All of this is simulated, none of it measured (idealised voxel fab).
Name of the process module below: voxel wiring stack
Square cells of 5 nm make up the cross-section cut, whose width is 235 nm.
Square cells in a grid make up a cross-section in this document, and the grid is given as bands, listed from the top down, each one or more rows of cells.
Look at the band entry: it leads with the top's height and the bottom's height in nm. Then it lists the materials left to right, with a width in nm for each. The word "edge to edge" on a single material says that material fills the band edge to edge. The word "air" is empty space.
Height datum 0, below which the as-received substrate wafer is one material. Lowest band open at the bottom, running downward: "0..down".
Quick explanation for "30..40": the width changes in equal steps down the rows of cells, from the first number in the band's top row to the second number in its bottom row.
"no change" for a step: no cell of the cross-section changed in that step.
Each empty space that has no open way to the top and spans at least 8 cells appears under "closed voids" as width x height at distance, the distance counted from the left edge, all in nm.
The remark found on a step's line after its settings is issued by the simulator itself and pertains to that step.
The optional step-line setting "overlay nm" applies to steps with a mask and quantifies how far to the right of its planned location the mask lay, a negative value indicating leftward placement.
Process steps (planned):
1) RECEIVE | material Si
2) CONFORMAL_DEP | material SiO2 | thk nm 10
3) DIRECTIONAL_DEP | material TiN | thk nm 5
4) DIRECTIONAL_DEP | material W | thk nm 20
5) PATTERN | tone cover | mask id METAL_1 | material resist | width nm 30 | pitch nm 45 | thk nm 20 | overlay nm 0
6) DIRECTIONAL_ETCH | etch materials W | depth nm 20
7) DIRECTIONAL_ETCH | etch materials TiN | depth nm 5
8) STRIP | etch materials resist
9) FILL_DEP | material lowk | thk nm 5
10) CMP | height nm 35
11) CONFORMAL_DEP | material SiCN | thk nm 5
12) DIRECTIONAL_DEP | material SiO2 | thk nm 20
13) DIRECTIONAL_DEP | material aC | thk nm 15
14) PATTERN | tone open | mask id PLUG_1 | material resist | width nm 15 | pitch nm 45 | thk nm 35 | overlay nm 0
15) DIRECTIONAL_ETCH | etch materials aC | depth nm 15
16) STRIP | etch materials resist
17) DIRECTIONAL_ETCH | etch materials SiO2 | depth nm 20
18) DIRECTIONAL_ETCH | etch materials SiCN | depth nm 5
19) STRIP | etch materials aC
20) CONFORMAL_DEP | material TiN | thk nm 5
21) FILL_DEP | material W | thk nm 10
22) CMP | height nm 60
23) CONFORMAL_DEP | material SiCN | thk nm 5
24) DIRECTIONAL_DEP | material lowk | thk nm 20
25) PATTERN | tone open | mask id METAL_2 | material resist | width nm 30 | pitch nm 45 | thk nm 15 | overlay nm 0
26) DIRECTIONAL_ETCH | etch materials lowk | depth nm 20
27) DIRECTIONAL_ETCH | etch materials SiCN | depth nm 5
28) STRIP | etch materials resist
29) CONFORMAL_DEP | material TiN | thk nm 5
30) FILL_DEP | material Cu | thk nm 5
31) CMP | height nm 85
32) CONFORMAL_DEP | material SiCN | thk nm 5
33) DIRECTIONAL_DEP | material SiO2 | thk nm 30
34) PATTERN | tone open | mask id METAL_3 | material resist | width nm 30 | pitch nm 45 | thk nm 15 | overlay nm 0
35) DIRECTIONAL_ETCH | etch materials SiO2 | depth nm 20
36) STRIP | etch materials resist
37) PATTERN | tone open | mask id METAL_3_HOLES | material resist | width nm 15 | pitch nm 90 | thk nm 20 | overlay nm 0
38) DIRECTIONAL_ETCH | etch materials SiO2 | depth nm 10
39) DIRECTIONAL_ETCH | etch materials SiCN | depth nm 5
40) STRIP | etch materials resist
41) CONFORMAL_DEP | material TiN | thk nm 5
42) FILL_DEP | material Cu | thk nm 5
43) CMP | height nm 120
44) CONFORMAL_DEP | material SiCN | thk nm 5
45) DIRECTIONAL_DEP | material lowk | thk nm 30
46) PATTERN | tone open | mask id METAL_4 | material resist | width nm 30 | pitch nm 45 | thk nm 20 | overlay nm 0
47) DIRECTIONAL_ETCH | etch materials lowk | depth nm 15
48) STRIP | etch materials resist
49) MASKED_ETCH | tone open | mask id METAL_4_HOLES | width nm 15 | pitch nm 45 | etch materials lowk | depth nm 15 | overlay nm 0
50) MASKED_ETCH | tone open | mask id METAL_4_HOLES | width nm 15 | pitch nm 45 | etch materials SiCN | depth nm 5 | overlay nm 0
51) CONFORMAL_DEP | material TiN | thk nm 5
52) FILL_DEP | material Cu | thk nm 10
53) CMP | height nm 155
54) CONFORMAL_DEP | material SiN | thk nm 5
First of two wafers, processed according to plan:
Wafer at receipt (post step 1), cross-section:
* 0..down  Si edge to edge
* closed voids: none
Step 2 complete: cross-section through the wafer:
* 10..0  SiO2 edge to edge
* At heights below 0, the structure remains unaltered.
Step 3 complete: cross-section through the wafer:
* 15..10  TiN edge to edge
* At heights below 10, the structure remains unaltered.
Step 4 complete: cross-section through the wafer:
* 35..15  W edge to edge
* At heights below 15, the structure remains unaltered.
Step 5 complete: cross-section through the wafer:
* 55..35  air=55; resist=30; air=15; resist=30; air=15; resist=30; air=60
* At heights below 35, the structure remains unaltered.
Step 6 complete: cross-section through the wafer:
* 55..35  air=55; resist=30; air=15; resist=30; air=15; resist=30; air=60
* 35..15  air=55; W=30; air=15; W=30; air=15; W=30; air=60
* At heights below 15, the structure remains unaltered.
Step 7 complete: cross-section through the wafer:
* 55..35  air=55; resist=30; air=15; resist=30; air=15; resist=30; air=60
* 35..15  air=55; W=30; air=15; W=30; air=15; W=30; air=60
* 15..10  air=55; TiN=30; air=15; TiN=30; air=15; TiN=30; air=60
* At heights below 10, the structure remains unaltered.
Step 8 complete: cross-section through the wafer:
* 35..15  air=55; W=30; air=15; W=30; air=15; W=30; air=60
* At heights below 15, the structure remains unaltered.
Step 9 complete: cross-section through the wafer:
* 40..35  lowk edge to edge
* 35..15  lowk=55; W=30; lowk=15; W=30; lowk=15; W=30; lowk=60
* 15..10  lowk=55; TiN=30; lowk=15; TiN=30; lowk=15; TiN=30; lowk=60
* At heights below 10, the structure remains unaltered.
Step 10 complete: cross-section through the wafer:
* 35..15  lowk=55; W=30; lowk=15; W=30; lowk=15; W=30; lowk=60
* At heights below 15, the structure remains unaltered.
Step 11 complete: cross-section through the wafer:
* 40..35  SiCN edge to edge
* At heights below 35, the structure remains unaltered.
Step 12 complete: cross-section through the wafer:
* 60..40  SiO2 edge to edge
* At heights below 40, the structure remains unaltered.
Step 13 complete: cross-section through the wafer:
* 75..60  aC edge to edge
* At heights below 60, the structure remains unaltered.
Step 14 complete: cross-section through the wafer:
* 110..75  resist=55; air=15; resist=30; air=15; resist=30; air=15; resist=75
* At heights below 75, the structure remains unaltered.
Step 15 complete: cross-section through the wafer:
* 95..75  resist=55; air=15; resist=30; air=15; resist=30; air=15; resist=75
* 75..60  aC=55; air=15; aC=30; air=15; aC=30; air=15; aC=75
* At heights below 60, the structure remains unaltered.
Step 16 complete: cross-section through the wafer:
* 75..60  aC=55; air=15; aC=30; air=15; aC=30; air=15; aC=75
* At heights below 60, the structure remains unaltered.
Step 17 complete: cross-section through the wafer:
* 75..60  aC=55; air=15; aC=30; air=15; aC=30; air=15; aC=75
* 60..40  SiO2=55; air=15; SiO2=30; air=15; SiO2=30; air=15; SiO2=75
* At heights below 40, the structure remains unaltered.
Step 18 complete: cross-section through the wafer:
* 75..60  aC=55; air=15; aC=30; air=15; aC=30; air=15; aC=75
* 60..40  SiO2=55; air=15; SiO2=30; air=15; SiO2=30; air=15; SiO2=75
* 40..35  SiCN=55; air=15; SiCN=30; air=15; SiCN=30; air=15; SiCN=75
* At heights below 35, the structure remains unaltered.
Step 19 complete: cross-section through the wafer:
* 60..40  SiO2=55; air=15; SiO2=30; air=15; SiO2=30; air=15; SiO2=75
* At heights below 40, the structure remains unaltered.
Step 20 complete: cross-section through the wafer:
* 65..60  TiN=60; air=5; TiN=40; air=5; TiN=40; air=5; TiN=80
* 60..40  SiO2=55; TiN=5; air=5; TiN=5; SiO2=30; TiN=5; air=5; TiN=5; SiO2=30; TiN=5; air=5; TiN=5; SiO2=75
* 40..35  SiCN=55; TiN=15; SiCN=30; TiN=15; SiCN=30; TiN=15; SiCN=75
* At heights below 35, the structure remains unaltered.
Step 21 complete: cross-section through the wafer:
* 75..65  W edge to edge
* 65..60  TiN=60; W=5; TiN=40; W=5; TiN=40; W=5; TiN=80
* 60..40  SiO2=55; TiN=5; W=5; TiN=5; SiO2=30; TiN=5; W=5; TiN=5; SiO2=30; TiN=5; W=5; TiN=5; SiO2=75
* At heights below 40, the structure remains unaltered.
Step 22 complete: cross-section through the wafer:
* 60..40  SiO2=55; TiN=5; W=5; TiN=5; SiO2=30; TiN=5; W=5; TiN=5; SiO2=30; TiN=5; W=5; TiN=5; SiO2=75
* At heights below 40, the structure remains unaltered.
Step 23 complete: cross-section through the wafer:
* 65..60  SiCN edge to edge
* At heights below 60, the structure remains unaltered.
Step 24 complete: cross-section through the wafer:
* 85..65  lowk edge to edge
* At heights below 65, the structure remains unaltered.
Step 25 complete: cross-section through the wafer:
* 100..85  resist=55; air=30; resist=15; air=30; resist=15; air=30; resist=60
* At heights below 85, the structure remains unaltered.
Step 26 complete: cross-section through the wafer:
* 100..85  resist=55; air=30; resist=15; air=30; resist=15; air=30; resist=60
* 85..65  lowk=55; air=30; lowk=15; air=30; lowk=15; air=30; lowk=60
* At heights below 65, the structure remains unaltered.
Step 27 complete: cross-section through the wafer:
* 100..85  resist=55; air=30; resist=15; air=30; resist=15; air=30; resist=60
* 85..65  lowk=55; air=30; lowk=15; air=30; lowk=15; air=30; lowk=60
* 65..60  SiCN=55; air=30; SiCN=15; air=30; SiCN=15; air=30; SiCN=60
* At heights below 60, the structure remains unaltered.
Step 28 complete: cross-section through the wafer:
* 85..65  lowk=55; air=30; lowk=15; air=30; lowk=15; air=30; lowk=60
* At heights below 65, the structure remains unaltered.
Step 29 complete: cross-section through the wafer:
* 90..85  TiN=60; air=20; TiN=25; air=20; TiN=25; air=20; TiN=65
* 85..65  lowk=55; TiN=5; air=20; TiN=5; lowk=15; TiN=5; air=20; TiN=5; lowk=15; TiN=5; air=20; TiN=5; lowk=60
* 65..60  SiCN=55; TiN=30; SiCN=15; TiN=30; SiCN=15; TiN=30; SiCN=60
* At heights below 60, the structure remains unaltered.
Step 30 complete: cross-section through the wafer:
* 95..90  Cu edge to edge
* 90..85  TiN=60; Cu=20; TiN=25; Cu=20; TiN=25; Cu=20; TiN=65
* 85..65  lowk=55; TiN=5; Cu=20; TiN=5; lowk=15; TiN=5; Cu=20; TiN=5; lowk=15; TiN=5; Cu=20; TiN=5; lowk=60
* At heights below 65, the structure remains unaltered.
Step 31 complete: cross-section through the wafer:
* 85..65  lowk=55; TiN=5; Cu=20; TiN=5; lowk=15; TiN=5; Cu=20; TiN=5; lowk=15; TiN=5; Cu=20; TiN=5; lowk=60
* At heights below 65, the structure remains unaltered.
Step 32 complete: cross-section through the wafer:
* 90..85  SiCN edge to edge
* At heights below 85, the structure remains unaltered.
Step 33 complete: cross-section through the wafer:
* 120..90  SiO2 edge to edge
* At heights below 90, the structure remains unaltered.
Step 34 complete: cross-section through the wafer:
* 135..120  resist=55; air=30; resist=15; air=30; resist=15; air=30; resist=60
* At heights below 120, the structure remains unaltered.
Step 35 complete: cross-section through the wafer:
* 135..120  resist=55; air=30; resist=15; air=30; resist=15; air=30; resist=60
* 120..100  SiO2=55; air=30; SiO2=15; air=30; SiO2=15; air=30; SiO2=60
* At heights below 100, the structure remains unaltered.
Step 36 complete: cross-section through the wafer:
* 120..100  SiO2=55; air=30; SiO2=15; air=30; SiO2=15; air=30; SiO2=60
* At heights below 100, the structure remains unaltered.
Step 37 complete: cross-section through the wafer:
* 140..120  resist=55; air=15; resist=75; air=15; resist=75
* 120..100  SiO2=55; air=15; resist=15; SiO2=15; resist=30; SiO2=15; air=15; resist=15; SiO2=60
* At heights below 100, the structure remains unaltered.
Step 38 complete: cross-section through the wafer:
* 140..120  resist=55; air=15; resist=75; air=15; resist=75
* 120..100  SiO2=55; air=15; resist=15; SiO2=15; resist=30; SiO2=15; air=15; resist=15; SiO2=60
* 100..90  SiO2=55; air=15; SiO2=75; air=15; SiO2=75
* At heights below 90, the structure remains unaltered.
Step 39 complete: cross-section through the wafer:
* 140..120  resist=55; air=15; resist=75; air=15; resist=75
* 120..100  SiO2=55; air=15; resist=15; SiO2=15; resist=30; SiO2=15; air=15; resist=15; SiO2=60
* 100..90  SiO2=55; air=15; SiO2=75; air=15; SiO2=75
* 90..85  SiCN=55; air=15; SiCN=75; air=15; SiCN=75
* At heights below 85, the structure remains unaltered.
Step 40 complete: cross-section through the wafer:
* 120..100  SiO2=55; air=30; SiO2=15; air=30; SiO2=15; air=30; SiO2=60
* At heights below 100, the structure remains unaltered.
Step 41 complete: cross-section through the wafer:
* 125..120  TiN=60; air=20; TiN=25; air=20; TiN=25; air=20; TiN=65
* 120..105  SiO2=55; TiN=5; air=20; TiN=5; SiO2=15; TiN=5; air=20; TiN=5; SiO2=15; TiN=5; air=20; TiN=5; SiO2=60
* 105..100  SiO2=55; TiN=5; air=5; TiN=20; SiO2=15; TiN=30; SiO2=15; TiN=5; air=5; TiN=20; SiO2=60
* 100..90  SiO2=55; TiN=5; air=5; TiN=5; SiO2=75; TiN=5; air=5; TiN=5; SiO2=75
* 90..85  SiCN=55; TiN=15; SiCN=75; TiN=15; SiCN=75
* At heights below 85, the structure remains unaltered.
Step 42 complete: cross-section through the wafer:
* 130..125  Cu edge to edge
* 125..120  TiN=60; Cu=20; TiN=25; Cu=20; TiN=25; Cu=20; TiN=65
* 120..105  SiO2=55; TiN=5; Cu=20; TiN=5; SiO2=15; TiN=5; Cu=20; TiN=5; SiO2=15; TiN=5; Cu=20; TiN=5; SiO2=60
* 105..100  SiO2=55; TiN=5; Cu=5; TiN=20; SiO2=15; TiN=30; SiO2=15; TiN=5; Cu=5; TiN=20; SiO2=60
* 100..90  SiO2=55; TiN=5; Cu=5; TiN=5; SiO2=75; TiN=5; Cu=5; TiN=5; SiO2=75
* At heights below 90, the structure remains unaltered.
Step 43 complete: cross-section through the wafer:
* 120..105  SiO2=55; TiN=5; Cu=20; TiN=5; SiO2=15; TiN=5; Cu=20; TiN=5; SiO2=15; TiN=5; Cu=20; TiN=5; SiO2=60
* At heights below 105, the structure remains unaltered.
Step 44 complete: cross-section through the wafer:
* 125..120  SiCN edge to edge
* At heights below 120, the structure remains unaltered.
Step 45 complete: cross-section through the wafer:
* 155..125  lowk edge to edge
* At heights below 125, the structure remains unaltered.
Step 46 complete: cross-section through the wafer:
* 175..155  resist=55; air=30; resist=15; air=30; resist=15; air=30; resist=60
* At heights below 155, the structure remains unaltered.
Step 47 complete: cross-section through the wafer:
* 175..155  resist=55; air=30; resist=15; air=30; resist=15; air=30; resist=60
* 155..140  lowk=55; air=30; lowk=15; air=30; lowk=15; air=30; lowk=60
* At heights below 140, the structure remains unaltered.
Step 48 complete: cross-section through the wafer:
* 155..140  lowk=55; air=30; lowk=15; air=30; lowk=15; air=30; lowk=60
* At heights below 140, the structure remains unaltered.
Step 49 complete: cross-section through the wafer:
* 155..140  lowk=55; air=30; lowk=15; air=30; lowk=15; air=30; lowk=60
* 140..125  lowk=55; air=15; lowk=30; air=15; lowk=30; air=15; lowk=75
* At heights below 125, the structure remains unaltered.
Step 50 complete: cross-section through the wafer:
* 155..140  lowk=55; air=30; lowk=15; air=30; lowk=15; air=30; lowk=60
* 140..125  lowk=55; air=15; lowk=30; air=15; lowk=30; air=15; lowk=75
* 125..120  SiCN=55; air=15; SiCN=30; air=15; SiCN=30; air=15; SiCN=75
* At heights below 120, the structure remains unaltered.
Step 51 complete: cross-section through the wafer:
* 160..155  TiN=60; air=20; TiN=25; air=20; TiN=25; air=20; TiN=65
* 155..145  lowk=55; TiN=5; air=20; TiN=5; lowk=15; TiN=5; air=20; TiN=5; lowk=15; TiN=5; air=20; TiN=5; lowk=60
* 145..140  lowk=55; TiN=5; air=5; TiN=20; lowk=15; TiN=5; air=5; TiN=20; lowk=15; TiN=5; air=5; TiN=20; lowk=60
* 140..125  lowk=55; TiN=5; air=5; TiN=5; lowk=30; TiN=5; air=5; TiN=5; lowk=30; TiN=5; air=5; TiN=5; lowk=75
* 125..120  SiCN=55; TiN=15; SiCN=30; TiN=15; SiCN=30; TiN=15; SiCN=75
* At heights below 120, the structure remains unaltered.
Step 52 complete: cross-section through the wafer:
* 170..160  Cu edge to edge
* 160..155  TiN=60; Cu=20; TiN=25; Cu=20; TiN=25; Cu=20; TiN=65
* 155..145  lowk=55; TiN=5; Cu=20; TiN=5; lowk=15; TiN=5; Cu=20; TiN=5; lowk=15; TiN=5; Cu=20; TiN=5; lowk=60
* 145..140  lowk=55; TiN=5; Cu=5; TiN=20; lowk=15; TiN=5; Cu=5; TiN=20; lowk=15; TiN=5; Cu=5; TiN=20; lowk=60
* 140..125  lowk=55; TiN=5; Cu=5; TiN=5; lowk=30; TiN=5; Cu=5; TiN=5; lowk=30; TiN=5; Cu=5; TiN=5; lowk=75
* At heights below 125, the structure remains unaltered.
Step 53 complete: cross-section through the wafer:
* 155..145  lowk=55; TiN=5; Cu=20; TiN=5; lowk=15; TiN=5; Cu=20; TiN=5; lowk=15; TiN=5; Cu=20; TiN=5; lowk=60
* At heights below 145, the structure remains unaltered.
Step 54 complete: cross-section through the wafer:
* 160..155  SiN edge to edge
* At heights below 155, the structure remains unaltered.
The remaining wafer, second of the two, started like the first and was run to the same plan, except that one mistake was made along the way; the two coincide through step 2, inclusive:
Second wafer, section view, time point: scheduled end of step 3: no change
Second wafer, section view, time point: scheduled end of step 4:
* 30..10  W edge to edge
* At heights below 10, the structure remains unaltered.
Second wafer, section view, time point: scheduled end of step 5:
* 50..30  air=55; resist=30; air=15; resist=30; air=15; resist=30; air=60
* At heights below 30, the structure remains unaltered.
Second wafer, section view, time point: scheduled end of step 6:
* 50..30  air=55; resist=30; air=15; resist=30; air=15; resist=30; air=60
* 30..10  air=55; W=30; air=15; W=30; air=15; W=30; air=60
* At heights below 10, the structure remains unaltered.
Second wafer, section view, time point: scheduled end of step 7: no change
Second wafer, section view, time point: scheduled end of step 8:
* 30..10  air=55; W=30; air=15; W=30; air=15; W=30; air=60
* At heights below 10, the structure remains unaltered.
Second wafer, section view, time point: scheduled end of step 9:
* 35..30  lowk edge to edge
* 30..10  lowk=55; W=30; lowk=15; W=30; lowk=15; W=30; lowk=60
* At heights below 10, the structure remains unaltered.
Second wafer, section view, time point: scheduled end of step 10: no change
Second wafer, section view, time point: scheduled end of step 11:
* 40..35  SiCN edge to edge
* At heights below 35, the structure remains unaltered.
Second wafer, section view, time point: scheduled end of step 12:
* 60..40  SiO2 edge to edge
* At heights below 40, the structure remains unaltered.
Second wafer, section view, time point: scheduled end of step 13:
* 75..60  aC edge to edge
* At heights below 60, the structure remains unaltered.
Second wafer, section view, time point: scheduled end of step 14:
* 110..75  resist=55; air=15; resist=30; air=15; resist=30; air=15; resist=75
* At heights below 75, the structure remains unaltered.
Second wafer, section view, time point: scheduled end of step 15:
* 95..75  resist=55; air=15; resist=30; air=15; resist=30; air=15; resist=75
* 75..60  aC=55; air=15; aC=30; air=15; aC=30; air=15; aC=75
* At heights below 60, the structure remains unaltered.
Second wafer, section view, time point: scheduled end of step 16:
* 75..60  aC=55; air=15; aC=30; air=15; aC=30; air=15; aC=75
* At heights below 60, the structure remains unaltered.
Second wafer, section view, time point: scheduled end of step 17:
* 75..60  aC=55; air=15; aC=30; air=15; aC=30; air=15; aC=75
* 60..40  SiO2=55; air=15; SiO2=30; air=15; SiO2=30; air=15; SiO2=75
* At heights below 40, the structure remains unaltered.
Second wafer, section view, time point: scheduled end of step 18:
* 75..60  aC=55; air=15; aC=30; air=15; aC=30; air=15; aC=75
* 60..40  SiO2=55; air=15; SiO2=30; air=15; SiO2=30; air=15; SiO2=75
* 40..35  SiCN=55; air=15; SiCN=30; air=15; SiCN=30; air=15; SiCN=75
* At heights below 35, the structure remains unaltered.
Second wafer, section view, time point: scheduled end of step 19:
* 60..40  SiO2=55; air=15; SiO2=30; air=15; SiO2=30; air=15; SiO2=75
* At heights below 40, the structure remains unaltered.
Second wafer, section view, time point: scheduled end of step 20:
* 65..60  TiN=60; air=5; TiN=40; air=5; TiN=40; air=5; TiN=80
* 60..40  SiO2=55; TiN=5; air=5; TiN=5; SiO2=30; TiN=5; air=5; TiN=5; SiO2=30; TiN=5; air=5; TiN=5; SiO2=75
* 40..35  SiCN=55; TiN=15; SiCN=30; TiN=15; SiCN=30; TiN=15; SiCN=75
* At heights below 35, the structure remains unaltered.
Second wafer, section view, time point: scheduled end of step 21:
* 75..65  W edge to edge
* 65..60  TiN=60; W=5; TiN=40; W=5; TiN=40; W=5; TiN=80
* 60..40  SiO2=55; TiN=5; W=5; TiN=5; SiO2=30; TiN=5; W=5; TiN=5; SiO2=30; TiN=5; W=5; TiN=5; SiO2=75
* At heights below 40, the structure remains unaltered.
Second wafer, section view, time point: scheduled end of step 22:
* 60..40  SiO2=55; TiN=5; W=5; TiN=5; SiO2=30; TiN=5; W=5; TiN=5; SiO2=30; TiN=5; W=5; TiN=5; SiO2=75
* At heights below 40, the structure remains unaltered.
Second wafer, section view, time point: scheduled end of step 23:
* 65..60  SiCN edge to edge
* At heights below 60, the structure remains unaltered.
Second wafer, section view, time point: scheduled end of step 24:
* 85..65  lowk edge to edge
* At heights below 65, the structure remains unaltered.
Second wafer, section view, time point: scheduled end of step 25:
* 100..85  resist=55; air=30; resist=15; air=30; resist=15; air=30; resist=60
* At heights below 85, the structure remains unaltered.
Second wafer, section view, time point: scheduled end of step 26:
* 100..85  resist=55; air=30; resist=15; air=30; resist=15; air=30; resist=60
* 85..65  lowk=55; air=30; lowk=15; air=30; lowk=15; air=30; lowk=60
* At heights below 65, the structure remains unaltered.
Second wafer, section view, time point: scheduled end of step 27:
* 100..85  resist=55; air=30; resist=15; air=30; resist=15; air=30; resist=60
* 85..65  lowk=55; air=30; lowk=15; air=30; lowk=15; air=30; lowk=60
* 65..60  SiCN=55; air=30; SiCN=15; air=30; SiCN=15; air=30; SiCN=60
* At heights below 60, the structure remains unaltered.
Second wafer, section view, time point: scheduled end of step 28:
* 85..65  lowk=55; air=30; lowk=15; air=30; lowk=15; air=30; lowk=60
* At heights below 65, the structure remains unaltered.
Second wafer, section view, time point: scheduled end of step 29:
* 90..85  TiN=60; air=20; TiN=25; air=20; TiN=25; air=20; TiN=65
* 85..65  lowk=55; TiN=5; air=20; TiN=5; lowk=15; TiN=5; air=20; TiN=5; lowk=15; TiN=5; air=20; TiN=5; lowk=60
* 65..60  SiCN=55; TiN=30; SiCN=15; TiN=30; SiCN=15; TiN=30; SiCN=60
* At heights below 60, the structure remains unaltered.
Second wafer, section view, time point: scheduled end of step 30:
* 95..90  Cu edge to edge
* 90..85  TiN=60; Cu=20; TiN=25; Cu=20; TiN=25; Cu=20; TiN=65
* 85..65  lowk=55; TiN=5; Cu=20; TiN=5; lowk=15; TiN=5; Cu=20; TiN=5; lowk=15; TiN=5; Cu=20; TiN=5; lowk=60
* At heights below 65, the structure remains unaltered.
Second wafer, section view, time point: scheduled end of step 31:
* 85..65  lowk=55; TiN=5; Cu=20; TiN=5; lowk=15; TiN=5; Cu=20; TiN=5; lowk=15; TiN=5; Cu=20; TiN=5; lowk=60
* At heights below 65, the structure remains unaltered.
Second wafer, section view, time point: scheduled end of step 32:
* 90..85  SiCN edge to edge
* At heights below 85, the structure remains unaltered.
Second wafer, section view, time point: scheduled end of step 33:
* 120..90  SiO2 edge to edge
* At heights below 90, the structure remains unaltered.
Second wafer, section view, time point: scheduled end of step 34:
* 135..120  resist=55; air=30; resist=15; air=30; resist=15; air=30; resist=60
* At heights below 120, the structure remains unaltered.
Second wafer, section view, time point: scheduled end of step 35:
* 135..120  resist=55; air=30; resist=15; air=30; resist=15; air=30; resist=60
* 120..100  SiO2=55; air=30; SiO2=15; air=30; SiO2=15; air=30; SiO2=60
* At heights below 100, the structure remains unaltered.
Second wafer, section view, time point: scheduled end of step 36:
* 120..100  SiO2=55; air=30; SiO2=15; air=30; SiO2=15; air=30; SiO2=60
* At heights below 100, the structure remains unaltered.
Second wafer, section view, time point: scheduled end of step 37:
* 140..120  resist=55; air=15; resist=75; air=15; resist=75
* 120..100  SiO2=55; air=15; resist=15; SiO2=15; resist=30; SiO2=15; air=15; resist=15; SiO2=60
* At heights below 100, the structure remains unaltered.
Second wafer, section view, time point: scheduled end of step 38:
* 140..120  resist=55; air=15; resist=75; air=15; resist=75
* 120..100  SiO2=55; air=15; resist=15; SiO2=15; resist=30; SiO2=15; air=15; resist=15; SiO2=60
* 100..90  SiO2=55; air=15; SiO2=75; air=15; SiO2=75
* At heights below 90, the structure remains unaltered.
Second wafer, section view, time point: scheduled end of step 39:
* 140..120  resist=55; air=15; resist=75; air=15; resist=75
* 120..100  SiO2=55; air=15; resist=15; SiO2=15; resist=30; SiO2=15; air=15; resist=15; SiO2=60
* 100..90  SiO2=55; air=15; SiO2=75; air=15; SiO2=75
* 90..85  SiCN=55; air=15; SiCN=75; air=15; SiCN=75
* At heights below 85, the structure remains unaltered.
Second wafer, section view, time point: scheduled end of step 40:
* 120..100  SiO2=55; air=30; SiO2=15; air=30; SiO2=15; air=30; SiO2=60
* At heights below 100, the structure remains unaltered.
Second wafer, section view, time point: scheduled end of step 41:
* 125..120  TiN=60; air=20; TiN=25; air=20; TiN=25; air=20; TiN=65
* 120..105  SiO2=55; TiN=5; air=20; TiN=5; SiO2=15; TiN=5; air=20; TiN=5; SiO2=15; TiN=5; air=20; TiN=5; SiO2=60
* 105..100  SiO2=55; TiN=5; air=5; TiN=20; SiO2=15; TiN=30; SiO2=15; TiN=5; air=5; TiN=20; SiO2=60
* 100..90  SiO2=55; TiN=5; air=5; TiN=5; SiO2=75; TiN=5; air=5; TiN=5; SiO2=75
* 90..85  SiCN=55; TiN=15; SiCN=75; TiN=15; SiCN=75
* At heights below 85, the structure remains unaltered.
Second wafer, section view, time point: scheduled end of step 42:
* 130..125  Cu edge to edge
* 125..120  TiN=60; Cu=20; TiN=25; Cu=20; TiN=25; Cu=20; TiN=65
* 120..105  SiO2=55; TiN=5; Cu=20; TiN=5; SiO2=15; TiN=5; Cu=20; TiN=5; SiO2=15; TiN=5; Cu=20; TiN=5; SiO2=60
* 105..100  SiO2=55; TiN=5; Cu=5; TiN=20; SiO2=15; TiN=30; SiO2=15; TiN=5; Cu=5; TiN=20; SiO2=60
* 100..90  SiO2=55; TiN=5; Cu=5; TiN=5; SiO2=75; TiN=5; Cu=5; TiN=5; SiO2=75
* At heights below 90, the structure remains unaltered.
Second wafer, section view, time point: scheduled end of step 43:
* 120..105  SiO2=55; TiN=5; Cu=20; TiN=5; SiO2=15; TiN=5; Cu=20; TiN=5; SiO2=15; TiN=5; Cu=20; TiN=5; SiO2=60
* At heights below 105, the structure remains unaltered.
Second wafer, section view, time point: scheduled end of step 44:
* 125..120  SiCN edge to edge
* At heights below 120, the structure remains unaltered.
Second wafer, section view, time point: scheduled end of step 45:
* 155..125  lowk edge to edge
* At heights below 125, the structure remains unaltered.
Second wafer, section view, time point: scheduled end of step 46:
* 175..155  resist=55; air=30; resist=15; air=30; resist=15; air=30; resist=60
* At heights below 155, the structure remains unaltered.
Second wafer, section view, time point: scheduled end of step 47:
* 175..155  resist=55; air=30; resist=15; air=30; resist=15; air=30; resist=60
* 155..140  lowk=55; air=30; lowk=15; air=30; lowk=15; air=30; lowk=60
* At heights below 140, the structure remains unaltered.
Second wafer, section view, time point: scheduled end of step 48:
* 155..140  lowk=55; air=30; lowk=15; air=30; lowk=15; air=30; lowk=60
* At heights below 140, the structure remains unaltered.
Second wafer, section view, time point: scheduled end of step 49:
* 155..140  lowk=55; air=30; lowk=15; air=30; lowk=15; air=30; lowk=60
* 140..125  lowk=55; air=15; lowk=30; air=15; lowk=30; air=15; lowk=75
* At heights below 125, the structure remains unaltered.
Second wafer, section view, time point: scheduled end of step 50:
* 155..140  lowk=55; air=30; lowk=15; air=30; lowk=15; air=30; lowk=60
* 140..125  lowk=55; air=15; lowk=30; air=15; lowk=30; air=15; lowk=75
* 125..120  SiCN=55; air=15; SiCN=30; air=15; SiCN=30; air=15; SiCN=75
* At heights below 120, the structure remains unaltered.
Second wafer, section view, time point: scheduled end of step 51:
* 160..155  TiN=60; air=20; TiN=25; air=20; TiN=25; air=20; TiN=65
* 155..145  lowk=55; TiN=5; air=20; TiN=5; lowk=15; TiN=5; air=20; TiN=5; lowk=15; TiN=5; air=20; TiN=5; lowk=60
* 145..140  lowk=55; TiN=5; air=5; TiN=20; lowk=15; TiN=5; air=5; TiN=20; lowk=15; TiN=5; air=5; TiN=20; lowk=60
* 140..125  lowk=55; TiN=5; air=5; TiN=5; lowk=30; TiN=5; air=5; TiN=5; lowk=30; TiN=5; air=5; TiN=5; lowk=75
* 125..120  SiCN=55; TiN=15; SiCN=30; TiN=15; SiCN=30; TiN=15; SiCN=75
* At heights below 120, the structure remains unaltered.
Second wafer, section view, time point: scheduled end of step 52:
* 170..160  Cu edge to edge
* 160..155  TiN=60; Cu=20; TiN=25; Cu=20; TiN=25; Cu=20; TiN=65
* 155..145  lowk=55; TiN=5; Cu=20; TiN=5; lowk=15; TiN=5; Cu=20; TiN=5; lowk=15; TiN=5; Cu=20; TiN=5; lowk=60
* 145..140  lowk=55; TiN=5; Cu=5; TiN=20; lowk=15; TiN=5; Cu=5; TiN=20; lowk=15; TiN=5; Cu=5; TiN=20; lowk=60
* 140..125  lowk=55; TiN=5; Cu=5; TiN=5; lowk=30; TiN=5; Cu=5; TiN=5; lowk=30; TiN=5; Cu=5; TiN=5; lowk=75
* At heights below 125, the structure remains unaltered.
Second wafer, section view, time point: scheduled end of step 53:
* 155..145  lowk=55; TiN=5; Cu=20; TiN=5; lowk=15; TiN=5; Cu=20; TiN=5; lowk=15; TiN=5; Cu=20; TiN=5; lowk=60
* At heights below 145, the structure remains unaltered.
Second wafer, section view, time point: scheduled end of step 54:
* 160..155  SiN edge to edge
* At heights below 155, the structure remains unaltered.
Against the plan, the run slipped here: step 3 was dropped from the plan's execution and never run
Heads up, by the end the second wafer has more or fewer cells of some materials compared to the first: TiN -18; lowk +18
